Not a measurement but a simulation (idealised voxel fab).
The process module that follows is named voxel trench capacitor.
Xsec cut, 235 nm wide, square cell size 5 nm.
For the purposes of this document, a cross-section shall be understood as a grid of square cells, specified as bands listed in top-to-bottom order, each band consisting of one or more rows of cells.
Band entry format. Leading values: height of top, height of bottom, nm. Remainder: materials in left-to-right order, each with its width in nm. Special words: "edge to edge" on a single material, which then fills the band edge to edge; "empty", empty space.
Basically, 0 is our baseline, since under it the wafer straight out of the box is all one material. The bottom band has no lower end and keeps on going down, so it looks like "top 0, no bottom".
The two numbers in a width such as "30..40" mark its ends across the band: the first belongs to the top row of cells, the second to the bottom row, and from each row to the next the width moves by the same amount.
The designation "no change occurred", where it is given for a processing step, indicates that no cell of the cross-section was altered in the course of that step.
In "Closed void catalog" the enclosed voids are listed, meaning empty spaces of 8 cells or larger without any opening to the top. The form is width x height at distance, distance from the left edge, units nm.
It should be noted that, on the line of a given step, the content following the step's settings is a remark produced by the simulator itself with respect to that step.
What "overlay nm" on a step's line means: if the step has a mask, that mask lay this far to the right of its planned place, or, when the value is negative, to the left.
### The following list gives the planned process steps
1 RECEIVE with material Si
2 CONFORMAL_DEP with material SiN, thk nm 10
3 MASKED_ETCH with tone open, mask id TRENCH, width nm 15, pitch nm 45, etch materials SiN, depth nm 10, overlay nm 0
4 MASKED_ETCH with tone open, mask id TRENCH, width nm 15, pitch nm 45, etch materials Si, depth nm 25, overlay nm -15
5 CONFORMAL_DEP with material SiO2, thk nm 5
6 FILL_DEP with material polySi, thk nm 5
7 CMP with height nm 10
The overlay nm used in step 4 is not the same on every wafer, whereas the starting condition is; the value printed in the plan is the first wafer's.
### This is how the first of several wafers looked in cross-section when it arrived, which is after step 1
- top 0, no bottom | Si edge to edge
- Closed void catalog: none
### Wafer cross-section (first of several) - module end, post step 7 (last step)
- top 10, bottom 5 | SiN 85; SiO2 5; polySi 5; SiO2 5; SiN 30; SiO2 5; polySi 5; SiO2 5; SiN 90
- top 5, bottom 0 | SiN 85; SiO2 15; SiN 30; SiO2 15; SiN 90
- top 0, no bottom | Si edge to edge
- Closed void catalog: none
### Last wafer of the set, cross-sectioned at end of module
- top 10, bottom 5 | SiN 85; SiO2 5; polySi 5; SiO2 5; SiN 30; SiO2 5; polySi 5; SiO2 5; SiN 90
- top 5, bottom 0 | SiN 85; SiO2 15; SiN 30; SiO2 15; SiN 90
- top 0, no bottom | Si edge to edge
- Closed void catalog: none
### Tabulated below, wafer by wafer, are the end-of-module results: for each material, the number of cells gained (+) or lost (-) relative to the as-received state, followed by the closed voids
overlay nm -15, +82 SiN, +10 SiO2, +2 polySi, Closed void catalog: none
overlay nm -10, -10 Si, +82 SiN, +20 SiO2, +2 polySi, Closed void catalog: none
overlay nm -5, -20 Si, +82 SiN, +30 SiO2, +2 polySi, Closed void catalog: none
overlay nm 0, -30 Si, +82 SiN, +30 SiO2, +12 polySi, Closed void catalog: none
overlay nm 5, -20 Si, +82 SiN, +30 SiO2, +2 polySi, Closed void catalog: none
overlay nm 10, -10 Si, +82 SiN, +20 SiO2, +2 polySi, Closed void catalog: none
overlay nm 15, +82 SiN, +10 SiO2, +2 polySi, Closed void catalog: none
